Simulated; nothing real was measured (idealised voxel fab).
A process module follows: voxel spacer lines.
FYI the section here is cut, 230 nm wide, cells are 5 nm squares.
A cross-section is written here as square cells arranged in a grid, and it is given in bands from the top down, each band taking up one or more rows of cells. Band entry format. Leading values: height of top, height of bottom, nm. Remainder: materials in left-to-right order, each with its width in nm. Special words: "full width" on a single material, which then fills the band edge to edge; "blank", empty space. Measure heights from 0. That's the level where, below it, the as-received wafer is all one material. The lowest band is bottomless and extends downward; write it as in "0 -> down". When a width is written as two numbers, as in "30->40", the first number is the width in the top row of cells of the band and the second is the width in its bottom row, and the width changes by the same amount from each row to the next. Any step labelled "no alterations made" changed none of the cells in the cross-section. In the "closed voids" entry, you get each enclosed empty space of 8 cells or more, one with no open way to the top, written width x height at distance, distance from the left edge, in nm. Text after the settings on a step's line: the simulator's own remark on that step. overlay nm: where the mask lay relative to plan, measured to the right, on steps with a mask; negatives go left.

-- List of planned process steps
- 1: op RECEIVE | material Si
- 2: op CONFORMAL_DEP | material Al2O3 | thk nm 5
- 3: op DIRECTIONAL_DEP | material SiN | thk nm 20
- 4: op DIRECTIONAL_DEP | material aC | thk nm 20
- 5: op PATTERN | tone cover | mask id MANDREL | material resist | width nm 15 | pitch nm 50 | thk nm 25 | overlay nm 0
- 6: op DIRECTIONAL_ETCH | etch materials aC | depth nm 20
- 7: op STRIP | etch materials resist
- 8: op CONFORMAL_DEP | material SiO2 | thk nm 10
- 9: op DIRECTIONAL_ETCH | etch materials SiO2 | depth nm 10
- 10: op STRIP | etch materials aC
- 11: op DIRECTIONAL_ETCH | etch materials SiN | depth nm 20
- 12: op STRIP | etch materials SiO2
- 13: op FILL_DEP | material lowk | thk nm 10
- 14: op CMP | height nm 25

-- Incoming wafer in cross-section (state: after step 1)
  0 -> down: Si full width
  closed voids: none

-- The first of two wafers, cross-sectioned at the end of the module, with the run proceeding as planned
  25 -> 5: 45 of lowk | 10 of SiN | 15 of lowk | 10 of SiN | 15 of lowk | 10 of SiN | 15 of lowk | 10 of SiN | 15 of lowk | 10 of SiN | 15 of lowk | 10 of SiN | 50 of lowk
  5 -> 0: Al2O3 full width
  0 -> down: Si full width
  closed voids: none

-- Cross-section at end of module for the second wafer of two, which matched the first in starting point and plan and differed by one mistake in its processing
  25 -> 15: lowk full width
  15 -> 5: 45 of lowk | 10 of SiN | 15 of lowk | 10 of SiN | 15 of lowk | 10 of SiN | 15 of lowk | 10 of SiN | 15 of lowk | 10 of SiN | 15 of lowk | 10 of SiN | 50 of lowk
  5 -> 0: Al2O3 full width
  0 -> down: Si full width
  closed voids: none
Processing error: it should be noted that step 3 was executed with settings other than those planned, the operation and settings actually applied being op DIRECTIONAL_DEP | material SiN | thk nm 10
Upon completion, the second wafer contains, in terms of cells, a greater or smaller amount of certain materials than the first wafer: 24 fewer of SiN; 24 more of lowk
